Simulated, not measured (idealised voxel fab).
process module | voxel ribs on slabs
cross-section cut | 165 nm wide | cells 5 nm
A cross-section is a grid of square cells, given in bands from the top down. A band is one or more rows of cells.
Each band's line starts with the height of the band's top and of its bottom, in nm. Then come its materials from left to right, each with its width in nm. One material with "throughout" fills the band from edge to edge. "air" is empty space.
Height 0 is the level under which the wafer as received is all one material. The lowest band goes on downwards, as in "0 down".
A width such as "30 to 40" changes by the same amount from each row of cells to the next, from the band's top row to its bottom row.
"no change" after a step means that no cell of the cross-section changed.
closed voids: empty space of 8 cells or more with no open way to the top, each as width x height at its distance from the left edge, in nm
after a step's settings: what the simulator itself notes on the step
overlay nm, on a step with a mask: how far to the right of its planned place the mask lay; to the left if negative
plan
1 op RECEIVE | material Si
2 op DIRECTIONAL_DEP | material SiO2 | thk nm 30
3 op DIRECTIONAL_DEP | material SiN | thk nm 25
4 op MASKED_ETCH | tone cover | mask id RIB | width nm 25 | etch materials SiN | depth nm 15 | overlay nm 0
5 op DIRECTIONAL_DEP | material aC | thk nm 15
6 op PATTERN | tone cover | mask id SLAB | material resist | width nm 55 | thk nm 30 | overlay nm 0
7 op DIRECTIONAL_ETCH | etch materials aC | depth nm 15
8 op STRIP | etch materials resist
9 op DIRECTIONAL_ETCH | etch materials SiN | depth nm 10
10 op STRIP | etch materials aC
11 op FILL_DEP | material SiO2 | thk nm 15
12 op CMP | height nm 65
13 op DIRECTIONAL_DEP | material W | thk nm 5
14 op PATTERN | tone cover | mask id HEATER | material resist | width nm 25 | thk nm 20 | overlay nm 0
15 op DIRECTIONAL_ETCH | etch materials W | depth nm 5
16 op STRIP | etch materials resist
17 op CONFORMAL_DEP | material SiO2 | thk nm 5
varied across the wafers: width nm of step 14. The plan shows the first wafer's value. All wafers start alike
first wafer as received, after step 1
  0 down: Si throughout
  closed voids: none
first wafer at the end, after step 17
  75 to 70: air 65 | SiO2 35 | air 65
  70 to 65: SiO2 70 | W 25 | SiO2 70
  65 to 55: SiO2 throughout
  55 to 40: SiO2 70 | SiN 25 | SiO2 70
  40 to 30: SiO2 55 | SiN 55 | SiO2 55
  30 to 0: SiO2 throughout
  0 down: Si throughout
  closed voids: none
last wafer at the end
  75 to 70: air 55 | SiO2 60 | air 50
  70 to 65: SiO2 60 | W 50 | SiO2 55
  65 to 55: SiO2 throughout
  55 to 40: SiO2 70 | SiN 25 | SiO2 70
  40 to 30: SiO2 55 | SiN 55 | SiO2 55
  30 to 0: SiO2 throughout
  0 down: Si throughout
  closed voids: none
each wafer at the end: cells of each material gained (+) or lost (-) since it was received, then its closed voids
width nm 25 | +37 SiN | +427 SiO2 | +5 W | closed voids: none
width nm 30 | +37 SiN | +427 SiO2 | +6 W | closed voids: none
width nm 35 | +37 SiN | +427 SiO2 | +7 W | closed voids: none
width nm 40 | +37 SiN | +427 SiO2 | +8 W | closed voids: none
width nm 45 | +37 SiN | +427 SiO2 | +9 W | closed voids: none
width nm 50 | +37 SiN | +427 SiO2 | +10 W | closed voids: none
